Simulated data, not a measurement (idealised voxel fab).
Module name: voxel capacitor over wiring (process module)
Section shown: cut. Width: 255 nm. Cell size: 5 nm, square.
How to read a cross-section here: the picture is a grid of square cells, written as bands going from the top down, and any band can span one or more rows of cells.
It is stipulated that each band's entry specify, in nanometres, the height of the top of the band and then that of its bottom, followed by the materials of the band in left-to-right sequence, each together with its width in nanometres. A single material marked by the word "full width" is understood to fill the band from edge to edge; the word "blank" is understood to denote empty space.
Heights are reckoned from 0. Under this level, the received wafer is all of one material. The bottommost band is open-ended downward, for example "0 nm and below".
With a width like "30->40", each row of cells in the band differs from the next by the same amount, the top row carrying the first number and the bottom row the second.
Take "no change" at face value: in the step it is given for, the cross-section changed in none of its cells.
"Cavities, sealed" contains a list of empty spaces, each no smaller than 8 cells and without an open way to the top, written in the form width x height at distance with the distance from the left edge and all three in nm.
On a step's line, text after the settings is the simulator commenting on that step.
You can add "overlay nm" to a step's line. For a step with a mask, it describes how far the mask lay to the right of its planned position, and a negative number describes a lay to the left.

# Process steps - plan
| 1 | RECEIVE with material Si |
| 2 | CONFORMAL_DEP with material SiO2, thk nm 15 |
| 3 | DIRECTIONAL_DEP with material TiN, thk nm 5 |
| 4 | DIRECTIONAL_DEP with material W, thk nm 15 |
| 5 | PATTERN with tone cover, mask id METAL_1, material resist, width nm 20, pitch nm 70, thk nm 15, overlay nm 0 |
| 6 | DIRECTIONAL_ETCH with etch materials W, depth nm 15 |
| 7 | DIRECTIONAL_ETCH with etch materials TiN, depth nm 5 |
| 8 | STRIP with etch materials resist |
| 9 | CONFORMAL_DEP with material SiN, thk nm 5 |
| 10 | FILL_DEP with material lowk, thk nm 10 |
| 11 | CMP with height nm 35 |
| 12 | CONFORMAL_DEP with material SiCN, thk nm 5 |
| 13 | DIRECTIONAL_DEP with material lowk, thk nm 20 |
| 14 | DIRECTIONAL_DEP with material aC, thk nm 10 |
| 15 | PATTERN with tone open, mask id PLUG_1, material resist, width nm 15, thk nm 25, overlay nm 0 |
| 16 | DIRECTIONAL_ETCH with etch materials aC, depth nm 10 |
| 17 | STRIP with etch materials resist |
| 18 | DIRECTIONAL_ETCH with etch materials lowk, depth nm 20 |
| 19 | DIRECTIONAL_ETCH with etch materials SiCN, depth nm 5 |
| 20 | STRIP with etch materials aC |
| 21 | CONFORMAL_DEP with material TiN, thk nm 5 |
| 22 | FILL_DEP with material Ru, thk nm 10 |
| 23 | CMP with height nm 60 |
| 24 | DIRECTIONAL_DEP with material TiN, thk nm 10 |
| 25 | DIRECTIONAL_DEP with material SiN, thk nm 5 |
| 26 | DIRECTIONAL_DEP with material TiN, thk nm 5 |
| 27 | PATTERN with tone cover, mask id UPPER_PLATE, material resist, width nm 55, thk nm 20, overlay nm 0 |
| 28 | DIRECTIONAL_ETCH with etch materials TiN, depth nm 5 |
| 29 | DIRECTIONAL_ETCH with etch materials SiN, depth nm 5 |
| 30 | STRIP with etch materials resist |
| 31 | MASKED_ETCH with tone cover, mask id LOWER_PLATE, width nm 65, etch materials TiN, depth nm 10, overlay nm 0 |
| 32 | FILL_DEP with material SiO2, thk nm 15 |
| 33 | CMP with height nm 90 |
| 34 | DIRECTIONAL_DEP with material aC, thk nm 15 |
| 35 | PATTERN with tone open, mask id PLUG_2, material resist, width nm 15, thk nm 30, overlay nm 0 |
| 36 | DIRECTIONAL_ETCH with etch materials aC, depth nm 15 |
| 37 | STRIP with etch materials resist |
| 38 | DIRECTIONAL_ETCH with etch materials SiO2, depth nm 10 |
| 39 | STRIP with etch materials aC |
| 40 | CONFORMAL_DEP with material TiN, thk nm 5 |
| 41 | FILL_DEP with material Ru, thk nm 5 |
| 42 | CMP with height nm 90 |
| 43 | CONFORMAL_DEP with material SiCN, thk nm 5 |

# Incoming wafer, cross-sectional view, post step 1
    0 nm and below  Si full width
    Cavities, sealed: none

# First wafer of two, sectioned at end of module; run went per plan
    95 nm to 90 nm  SiCN full width
    90 nm to 85 nm  SiO2=95, TiN=5, Ru=5, TiN=5, SiO2=145
    85 nm to 75 nm  SiO2=95->85, TiN=15->55, SiO2=145->115
    75 nm to 70 nm  SiO2=85, SiN=55, SiO2=115
    70 nm to 60 nm  SiO2=80, TiN=65, SiO2=110
    60 nm to 40 nm  lowk=85, TiN=5, Ru=5, TiN=5, lowk=155
    40 nm to 35 nm  SiCN=85, TiN=15, SiCN=155
    35 nm to 20 nm  lowk=75, SiN=5, W=20, SiN=5, lowk=40, SiN=5, W=20, SiN=5, lowk=80
    20 nm to 15 nm  SiN=80, TiN=20, SiN=50, TiN=20, SiN=85
    15 nm to 0 nm  SiO2 full width
    0 nm and below  Si full width
    Cavities, sealed: none

# End-of-module cross-section of the second wafer: identical starting point and process plan to the first, with one processing mistake
    95 nm to 90 nm  SiCN full width
    90 nm to 85 nm  SiO2=95, TiN=5, Ru=5, TiN=5, SiO2=145
    85 nm to 75 nm  SiO2=95->85, TiN=15->55, SiO2=145->115
    75 nm to 65 nm  SiO2=80, TiN=65, SiO2=110
    65 nm to 60 nm  SiN full width
    60 nm to 40 nm  lowk=85, TiN=5, Ru=5, TiN=5, lowk=155
    40 nm to 35 nm  SiCN=85, TiN=15, SiCN=155
    35 nm to 20 nm  lowk=75, SiN=5, W=20, SiN=5, lowk=40, SiN=5, W=20, SiN=5, lowk=80
    20 nm to 15 nm  SiN=80, TiN=20, SiN=50, TiN=20, SiN=85
    15 nm to 0 nm  SiO2 full width
    0 nm and below  Si full width
    Cavities, sealed: none
Nonconformance to the process plan: swap of plan steps 24 and 25 during execution
End check, counted in cells, second wafer has more or fewer of these materials than the first: 40 more of SiN; 40 fewer of SiO2
